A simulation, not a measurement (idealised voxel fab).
Name of the process module below: voxel self aligned contacts
Square cells of 5 nm make up the cross-section cut, whose width is 185 nm.
Square cells in a grid make up a cross-section in this document, and the grid is given as bands, listed from the top down, each one or more rows of cells. Top, bottom (nm), then materials left to right with widths (nm); lone material tagged "everywhere" fills the whole band edge to edge; "blank" = empty space. Height datum 0, below which the as-received substrate wafer is one material. Lowest band open at the bottom, running downward: "top 0, no bottom". Width "30 to 40": first value at the band's top row of cells, second value at its bottom row, equal change from row to row. "everything unchanged" (step): cross-section cells unchanged, all of them. The list in "Encapsulated voids" covers empty spaces of 8 cells or more that cannot reach the top through any open way, and it gives each as width x height at distance; the distance is from the left edge, and width, height and distance are in nm. Step line, after settings: the simulator's comment on this step. overlay nm, on a step with a mask: how far to the right of its planned place the mask lay; to the left if negative.
Process steps - plan
step 1: RECEIVE,material Si
step 2: CONFORMAL_DEP,material SiO2,thk nm 5
step 3: DIRECTIONAL_DEP,material polySi,thk nm 25
step 4: DIRECTIONAL_DEP,material SiN,thk nm 25
step 5: DIRECTIONAL_DEP,material aC,thk nm 15
step 6: PATTERN,tone cover,mask id GATE,material resist,width nm 30,pitch nm 75,thk nm 30,overlay nm 0
step 7: DIRECTIONAL_ETCH,etch materials aC,depth nm 15
step 8: STRIP,etch materials resist
step 9: DIRECTIONAL_ETCH,etch materials SiN,depth nm 25
step 10: DIRECTIONAL_ETCH,etch materials polySi,depth nm 25
step 11: STRIP,etch materials aC
step 12: CONFORMAL_DEP,material SiN,thk nm 10
step 13: DIRECTIONAL_ETCH,etch materials SiN,depth nm 10
step 14: FILL_DEP,material SiO2,thk nm 15
step 15: CMP,height nm 60
step 16: MASKED_ETCH,tone open,mask id CONTACT,width nm 55,etch materials SiO2,depth nm 60,overlay nm 0
step 17: CONFORMAL_DEP,material TiN,thk nm 5
step 18: FILL_DEP,material Ru,thk nm 10
step 19: CMP,height nm 60
step 20: CONFORMAL_DEP,material SiCN,thk nm 5
Wafer as received: cross-section following step 1
- top 0, no bottom = Si everywhere
- Encapsulated voids: none
Final cross-section, module run with one mistake (start and plan as above)
- top 65, bottom 60 = SiCN everywhere
- top 60, bottom 55 = SiO2: 65, TiN: 55, SiO2: 65
- top 55, bottom 30 = SiN: 50, SiO2: 10, SiN: 65, SiO2: 10, SiN: 50
- top 30, bottom 5 = polySi: 40, SiN: 10, SiO2: 10, SiN: 10, polySi: 45, SiN: 10, SiO2: 10, SiN: 10, polySi: 40
- top 5, bottom 0 = SiO2 everywhere
- top 0, no bottom = Si everywhere
- Encapsulated voids: none
Deviation from plan: step 6 did not use the planned setting and instead ran as PATTERN,tone open,mask id GATE,material resist,width nm 30,pitch nm 75,thk nm 30,overlay nm 0
